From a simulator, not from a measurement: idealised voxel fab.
You're looking at the process module voxel transistor to metal.
Cross-section cut: width 185 nm, square cells of 5 nm.
In this document a cross-section is written as a grid of square cells. It is given as a series of bands, listed from the top down, and a band is one or more rows of cells.
This entry defines a band. It first specifies the height of the band's top and the height of its bottom in nm, and then specifies the band's materials from left to right, stating each material with its width in nm. The word "edge to edge" identifies a single material that fills the band from edge to edge, while the word "empty" identifies empty space.
Height reference: 0 = level under which incoming wafer is all one material. Lowest band: no bottom, runs on downward, e.g. "0 -> down".
Width: "30 to 40" (first number = top row, second number = bottom row, same change from row to row of cells).
What does "remained unchanged" mean for a step? It means no cell of the cross-section changed in that step.
"Enclosed cavity list" means: voids of 8 cells or more that are shut off from the top with no open way through. Written width x height at distance, distance from the left edge, in nm.
If you see something after the settings on a step's line, that's the simulator's own remark about that step.
overlay nm: step with mask; distance mask lay right of planned place; negative value = left of planned place.

## Process steps foreseen in the plan
1. RECEIVE: material Si
2. OXIDIZE: depth nm 5
3. CONFORMAL_DEP: material SiN, thk nm 15
4. MASKED_ETCH: tone cover, mask id ACTIVE, width nm 110, etch materials SiN, depth nm 15, overlay nm 0
5. MASKED_ETCH: tone cover, mask id ACTIVE, width nm 110, etch materials SiO2, depth nm 5, overlay nm 0
6. MASKED_ETCH: tone cover, mask id ACTIVE, width nm 110, etch materials Si, depth nm 30, overlay nm 0
7. FILL_DEP: material SiO2, thk nm 10
8. CMP: height nm 15
9. SELECTIVE_ETCH: etch materials SiO2, depth nm 5
10. STRIP: etch materials SiN
11. SELECTIVE_ETCH: etch materials SiO2, depth nm 5
12. OXIDIZE: depth nm 5
13. DIRECTIONAL_DEP: material polySi, thk nm 20
14. DIRECTIONAL_DEP: material SiCN, thk nm 15
15. MASKED_ETCH: tone cover, mask id GATE, width nm 20, etch materials SiCN, depth nm 25, overlay nm 0
16. MASKED_ETCH: tone cover, mask id GATE, width nm 20, etch materials polySi, depth nm 30, overlay nm 0
17. CONFORMAL_DEP: material SiN, thk nm 10
18. DIRECTIONAL_ETCH: etch materials SiN, depth nm 10
19. DIRECTIONAL_ETCH: etch materials SiO2, depth nm 5
20. DIRECTIONAL_ETCH: etch materials Si, depth nm 5
21. EPI: material nSi, thk nm 5
22. FILL_DEP: material SiO2, thk nm 5
23. CMP: height nm 30
24. DIRECTIONAL_DEP: material SiO2, thk nm 15
25. DIRECTIONAL_DEP: material aC, thk nm 10
26. PATTERN: tone open, mask id CONTACT, material resist, width nm 20, pitch nm 80, thk nm 30, overlay nm 0
27. DIRECTIONAL_ETCH: etch materials aC, depth nm 10
28. STRIP: etch materials resist
29. DIRECTIONAL_ETCH: etch materials SiO2, depth nm 55
30. STRIP: etch materials aC
31. CONFORMAL_DEP: material TiN, thk nm 5
32. FILL_DEP: material Ru, thk nm 10
33. CMP: height nm 45
34. CONFORMAL_DEP: material SiN, thk nm 5
35. DIRECTIONAL_DEP: material SiO2, thk nm 15
36. MASKED_ETCH: tone open, mask id METAL_1, width nm 20, pitch nm 80, etch materials SiO2, depth nm 15, overlay nm 0
37. MASKED_ETCH: tone open, mask id METAL_1, width nm 20, pitch nm 80, etch materials SiN, depth nm 5, overlay nm 0
38. CONFORMAL_DEP: material TiN, thk nm 5
39. FILL_DEP: material Cu, thk nm 5
40. CMP: height nm 65
41. EPI: material Ru, thk nm 5
42. FILL_DEP: material SiCN, thk nm 5
43. DIRECTIONAL_DEP: material lowk, thk nm 30
44. MASKED_ETCH: tone open, mask id METAL_2, width nm 20, pitch nm 80, etch materials lowk, depth nm 15, overlay nm 0
45. PATTERN: tone open, mask id METAL_2_HOLES, material resist, width nm 15, pitch nm 80, thk nm 15, overlay nm 0
46. DIRECTIONAL_ETCH: etch materials lowk, depth nm 15
47. DIRECTIONAL_ETCH: etch materials SiCN, depth nm 5
48. STRIP: etch materials resist
49. CONFORMAL_DEP: material TiN, thk nm 5
50. FILL_DEP: material Cu, thk nm 10
51. CMP: height nm 105
52. CONFORMAL_DEP: material SiCN, thk nm 5

## Cross-section of the wafer at receipt, which is the condition after step 1
* 0 -> down = Si edge to edge
* Enclosed cavity list: none

## The first of two wafers, cross-sectioned at the end of the module, with the run proceeding as planned
* 110 -> 105 = SiCN edge to edge
* 105 -> 95 = lowk (40), TiN (5), Cu (10), TiN (5), lowk (60), TiN (5), Cu (10), TiN (5), lowk (45)
* 95 -> 90 = lowk (40), TiN (5), Cu (5), TiN (10), lowk (60), TiN (5), Cu (5), TiN (10), lowk (45)
* 90 -> 75 = lowk (40), TiN (5), Cu (5), TiN (5), lowk (65), TiN (5), Cu (5), TiN (5), lowk (50)
* 75 -> 70 = SiCN (40), TiN (15), SiCN (65), TiN (15), SiCN (50)
* 70 -> 65 = SiCN (35), Ru (30), SiCN (50), Ru (30), SiCN (40)
* 65 -> 50 = SiO2 (40), TiN (5), Cu (10), TiN (5), SiO2 (60), TiN (5), Cu (10), TiN (5), SiO2 (45)
* 50 -> 45 = SiN (40), TiN (20), SiN (60), TiN (20), SiN (45)
* 45 -> 30 = SiO2 (40), TiN (5), Ru (10), TiN (5), SiO2 (60), TiN (5), Ru (10), TiN (5), SiO2 (45)
* 30 -> 15 = SiO2 (40), TiN (5), Ru (10), TiN (5), SiO2 (10), SiN (10), SiCN (20), SiN (10), SiO2 (10), TiN (5), Ru (10), TiN (5), SiO2 (45)
* 15 -> 5 = SiO2 (40), TiN (5), Ru (10), TiN (5), SiO2 (10), SiN (10), polySi (20), SiN (10), SiO2 (10), TiN (5), Ru (10), TiN (5), SiO2 (45)
* 5 -> -5 = SiO2 (30), SiN (10), TiN (5 to 10), Ru (10 to 5), TiN (5), SiO2 (10), SiN (10), polySi (20), SiN (10), SiO2 (10), TiN (5), Ru (10 to 5), TiN (5 to 10), SiN (10), SiO2 (35)
* -5 -> -10 = SiO2 (40), nSi (5), TiN (15), SiO2 (5), nSi (5), SiO2 (40), nSi (5), SiO2 (5), TiN (15), nSi (5), SiO2 (45)
* -10 -> -15 = SiO2 (35), Si (5), nSi (30), Si (40), nSi (30), Si (5), SiO2 (40)
* -15 -> -35 = SiO2 (35), Si (110), SiO2 (40)
* -35 -> down = Si edge to edge
* Enclosed cavity list: none

## Cross-sectional view of the second of two wafers upon completion of the module. This wafer shared its starting condition and process plan with the first; one error was made during its execution
* 110 -> 105 = SiCN edge to edge
* 105 -> 95 = lowk (40), TiN (5), Cu (10), TiN (5), lowk (60), TiN (5), Cu (10), TiN (5), lowk (45)
* 95 -> 90 = lowk (40), TiN (5), Cu (5), TiN (10), lowk (60), TiN (5), Cu (5), TiN (10), lowk (45)
* 90 -> 75 = lowk (40), TiN (5), Cu (5), TiN (5), lowk (65), TiN (5), Cu (5), TiN (5), lowk (50)
* 75 -> 70 = SiCN (40), TiN (15), SiCN (65), TiN (15), SiCN (50)
* 70 -> 65 = SiCN (30), Ru (30), SiCN (50), Ru (30), SiCN (45)
* 65 -> 55 = SiO2 (35), TiN (5), Cu (10), TiN (5), SiO2 (60), TiN (5), Cu (10), TiN (5), SiO2 (50)
* 55 -> 50 = SiO2 (35), TiN (10), Cu (5), TiN (5), SiO2 (60), TiN (10), Cu (5), TiN (5), SiO2 (50)
* 50 -> 45 = SiN (40), TiN (15), SiN (65), TiN (15), SiN (50)
* 45 -> 30 = SiO2 (40), TiN (5), Ru (10), TiN (5), SiO2 (60), TiN (5), Ru (10), TiN (5), SiO2 (45)
* 30 -> 15 = SiO2 (40), TiN (5), Ru (10), TiN (5), SiO2 (10), SiN (10), SiCN (20), SiN (10), SiO2 (10), TiN (5), Ru (10), TiN (5), SiO2 (45)
* 15 -> 5 = SiO2 (40), TiN (5), Ru (10), TiN (5), SiO2 (10), SiN (10), polySi (20), SiN (10), SiO2 (10), TiN (5), Ru (10), TiN (5), SiO2 (45)
* 5 -> -5 = SiO2 (30), SiN (10), TiN (5 to 10), Ru (10 to 5), TiN (5), SiO2 (10), SiN (10), polySi (20), SiN (10), SiO2 (10), TiN (5), Ru (10 to 5), TiN (5 to 10), SiN (10), SiO2 (35)
* -5 -> -10 = SiO2 (40), nSi (5), TiN (15), SiO2 (5), nSi (5), SiO2 (40), nSi (5), SiO2 (5), TiN (15), nSi (5), SiO2 (45)
* -10 -> -15 = SiO2 (35), Si (5), nSi (30), Si (40), nSi (30), Si (5), SiO2 (40)
* -15 -> -35 = SiO2 (35), Si (110), SiO2 (40)
* -35 -> down = Si edge to edge
* Enclosed cavity list: none
What went wrong in running the wafer? step 36 ran as: MASKED_ETCH: tone open, mask id METAL_1, width nm 20, pitch nm 80, etch materials SiO2, depth nm 15, overlay nm -5
Upon completion, the second wafer contains, in terms of cells, a greater or smaller amount of certain materials than the first wafer: Cu -2, SiN +2
